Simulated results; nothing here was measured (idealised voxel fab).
The process module that follows is named voxel self aligned contacts.
Cross-sectional view cut (width: 150 nm; square cell size: 5 nm).
Each cross-section below is a grid of square cells, stated as bands in top-down order, with one or more rows of cells making up each band. Heights first: top, then bottom, in nm. Then materials, left to right, each with a width in nm. "full width" on a single material: fills the band edge to edge. "air": empty space. Height 0 is the level under which the wafer as received is all one material. The lowest band goes on downwards, as in "0 nm and below". A width given as "30 to 40" starts at the first number in the band's top row and ends at the second number in its bottom row, shifting by an equal amount at every step from row to row. "no modification", as given for a step, is the statement that not any cell of the cross-section underwent a change during that step. Entry "Enclosed cavity list". Content: empty spaces with no open connection to the top, size 8 cells or greater. Each: width x height at distance. Distance: from left edge. Unit: nm. The remark found on a step's line after its settings is issued by the simulator itself and pertains to that step. "overlay nm" answers the question of how far to the right of plan the mask lay on a step that has a mask, and when it is negative the answer is to the left.
THE PLANNED PROCESS STEPS ARE ENUMERATED HEREUNDER
| 1 | RECEIVE [material Si] |
| 2 | CONFORMAL_DEP [material SiO2] [thk nm 5] |
| 3 | DIRECTIONAL_DEP [material polySi] [thk nm 30] |
| 4 | DIRECTIONAL_DEP [material SiN] [thk nm 20] |
| 5 | MASKED_ETCH [tone cover] [mask id GATE] [width nm 30] [pitch nm 60] [etch materials SiN] [depth nm 20] [overlay nm 0] |
| 6 | MASKED_ETCH [tone cover] [mask id GATE] [width nm 30] [pitch nm 60] [etch materials polySi] [depth nm 30] [overlay nm 0] |
| 7 | CONFORMAL_DEP [material SiN] [thk nm 5] |
| 8 | DIRECTIONAL_ETCH [etch materials SiN] [depth nm 5] |
| 9 | FILL_DEP [material SiO2] [thk nm 20] |
| 10 | CMP [height nm 65] |
| 11 | DIRECTIONAL_DEP [material aC] [thk nm 15] |
| 12 | PATTERN [tone open] [mask id CONTACT] [material resist] [width nm 40] [thk nm 30] [overlay nm 0] |
| 13 | DIRECTIONAL_ETCH [etch materials aC] [depth nm 15] |
| 14 | STRIP [etch materials resist] |
| 15 | DIRECTIONAL_ETCH [etch materials SiO2] [depth nm 65] |
| 16 | STRIP [etch materials aC] |
| 17 | CONFORMAL_DEP [material TiN] [thk nm 5] |
| 18 | FILL_DEP [material W] [thk nm 5] |
| 19 | CMP [height nm 65] |
| 20 | CONFORMAL_DEP [material SiN] [thk nm 5] |
CROSS-SECTION OF THE WAFER UPON ARRIVAL, REPRESENTING THE STATE REACHED AFTER STEP 1
* 0 nm and below  Si full width
* Enclosed cavity list: none
CROSS-SECTION AT MODULE END, ONE RUN ERROR; START AND PLAN UNCHANGED FROM ABOVE
* 70 nm to 65 nm  SiN full width
* 65 nm to 55 nm  SiO2 55 nm, TiN 5 to 15 nm, W 30 to 10 nm, TiN 5 to 15 nm, SiO2 55 nm
* 55 nm to 30 nm  SiO2 25 nm, SiN 5 nm, polySi 30 nm, SiN 5 nm, TiN 5 nm, W 10 nm, TiN 5 nm, SiN 5 nm, polySi 30 nm, SiN 5 nm, SiO2 25 nm
* 30 nm to 25 nm  SiO2 25 nm, SiN 5 nm, polySi 30 nm, SiN 5 nm, TiN 20 nm, SiN 5 nm, polySi 30 nm, SiN 5 nm, SiO2 25 nm
* 25 nm to 5 nm  SiN full width
* 5 nm to 0 nm  SiO2 full width
* 0 nm and below  Si full width
* Enclosed cavity list: none
Heads up, the wafer didn't run the way we planned it: so 3 and 4 got swapped relative to the plan, each ran where the other was supposed to
